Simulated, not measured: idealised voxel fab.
process module | voxel tone inversion
cross-section cut | 275 nm wide | cells 5 nm
A cross-section is a grid of square cells, given in bands from the top down. A band is one or more rows of cells.
Each band's line starts with the height of the band's top and of its bottom, in nm. Then come its materials from left to right, each with its width in nm. One material with "throughout" fills the band from edge to edge. "air" is empty space.
Height 0 is the level under which the wafer as received is all one material. The lowest band goes on downwards, as in "0 down".
A width such as "30 to 40" changes by the same amount from each row of cells to the next, from the band's top row to its bottom row.
"no change" after a step means that no cell of the cross-section changed.
closed voids: empty space of 8 cells or more with no open way to the top, each as width x height at its distance from the left edge, in nm
after a step's settings: what the simulator itself notes on the step
overlay nm, on a step with a mask: how far to the right of its planned place the mask lay; to the left if negative
plan
1 op RECEIVE | material Si
2 op CONFORMAL_DEP | material SiN | thk nm 5
3 op DIRECTIONAL_DEP | material polySi | thk nm 20
4 op PATTERN | tone cover | mask id POSTS | material resist | width nm 15 | pitch nm 40 | thk nm 25 | overlay nm 0
5 op DIRECTIONAL_ETCH | etch materials polySi | depth nm 20
6 op STRIP | etch materials resist
7 op FILL_DEP | material lowk | thk nm 5
8 op CMP | height nm 25
9 op STRIP | etch materials polySi
10 op CONFORMAL_DEP | material TiN | thk nm 5
11 op FILL_DEP | material Ru | thk nm 10
12 op CMP | height nm 25
13 op CONFORMAL_DEP | material SiCN | thk nm 5
first wafer, as planned
as received, after step 1
  0 down: Si throughout
  closed voids: none
after step 2
  5 to 0: SiN throughout
  below 0: unchanged
after step 3
  25 to 5: polySi throughout
  below 5: unchanged
after step 4
  50 to 25: air 70 | resist 15 | air 25 | resist 15 | air 25 | resist 15 | air 25 | resist 15 | air 70
  below 25: unchanged
after step 5
  50 to 25: air 70 | resist 15 | air 25 | resist 15 | air 25 | resist 15 | air 25 | resist 15 | air 70
  25 to 5: air 70 | polySi 15 | air 25 | polySi 15 | air 25 | polySi 15 | air 25 | polySi 15 | air 70
  below 5: unchanged
after step 6
  25 to 5: air 70 | polySi 15 | air 25 | polySi 15 | air 25 | polySi 15 | air 25 | polySi 15 | air 70
  below 5: unchanged
after step 7
  30 to 25: lowk throughout
  25 to 5: lowk 70 | polySi 15 | lowk 25 | polySi 15 | lowk 25 | polySi 15 | lowk 25 | polySi 15 | lowk 70
  below 5: unchanged
after step 8
  25 to 5: lowk 70 | polySi 15 | lowk 25 | polySi 15 | lowk 25 | polySi 15 | lowk 25 | polySi 15 | lowk 70
  below 5: unchanged
after step 9
  25 to 5: lowk 70 | air 15 | lowk 25 | air 15 | lowk 25 | air 15 | lowk 25 | air 15 | lowk 70
  below 5: unchanged
after step 10
  30 to 25: TiN 75 | air 5 | TiN 35 | air 5 | TiN 35 | air 5 | TiN 35 | air 5 | TiN 75
  25 to 10: lowk 70 | TiN 5 | air 5 | TiN 5 | lowk 25 | TiN 5 | air 5 | TiN 5 | lowk 25 | TiN 5 | air 5 | TiN 5 | lowk 25 | TiN 5 | air 5 | TiN 5 | lowk 70
  10 to 5: lowk 70 | TiN 15 | lowk 25 | TiN 15 | lowk 25 | TiN 15 | lowk 25 | TiN 15 | lowk 70
  below 5: unchanged
after step 11
  40 to 30: Ru throughout
  30 to 25: TiN 75 | Ru 5 | TiN 35 | Ru 5 | TiN 35 | Ru 5 | TiN 35 | Ru 5 | TiN 75
  25 to 10: lowk 70 | TiN 5 | Ru 5 | TiN 5 | lowk 25 | TiN 5 | Ru 5 | TiN 5 | lowk 25 | TiN 5 | Ru 5 | TiN 5 | lowk 25 | TiN 5 | Ru 5 | TiN 5 | lowk 70
  below 10: unchanged
after step 12
  25 to 10: lowk 70 | TiN 5 | Ru 5 | TiN 5 | lowk 25 | TiN 5 | Ru 5 | TiN 5 | lowk 25 | TiN 5 | Ru 5 | TiN 5 | lowk 25 | TiN 5 | Ru 5 | TiN 5 | lowk 70
  below 10: unchanged
after step 13
  30 to 25: SiCN throughout
  below 25: unchanged
second wafer: like start, like plan, one mistake. Through step 11 it matches the first wafer
when step 12 should have ended
  20 to 10: lowk 70 | TiN 5 | Ru 5 | TiN 5 | lowk 25 | TiN 5 | Ru 5 | TiN 5 | lowk 25 | TiN 5 | Ru 5 | TiN 5 | lowk 25 | TiN 5 | Ru 5 | TiN 5 | lowk 70
  below 10: unchanged
when step 13 should have ended
  25 to 20: SiCN throughout
  below 20: unchanged
what went wrong: step 12 ran as: op CMP | height nm 20
at the end the second wafer has, in cells: 4 fewer of Ru | 8 fewer of TiN | 43 fewer of lowk
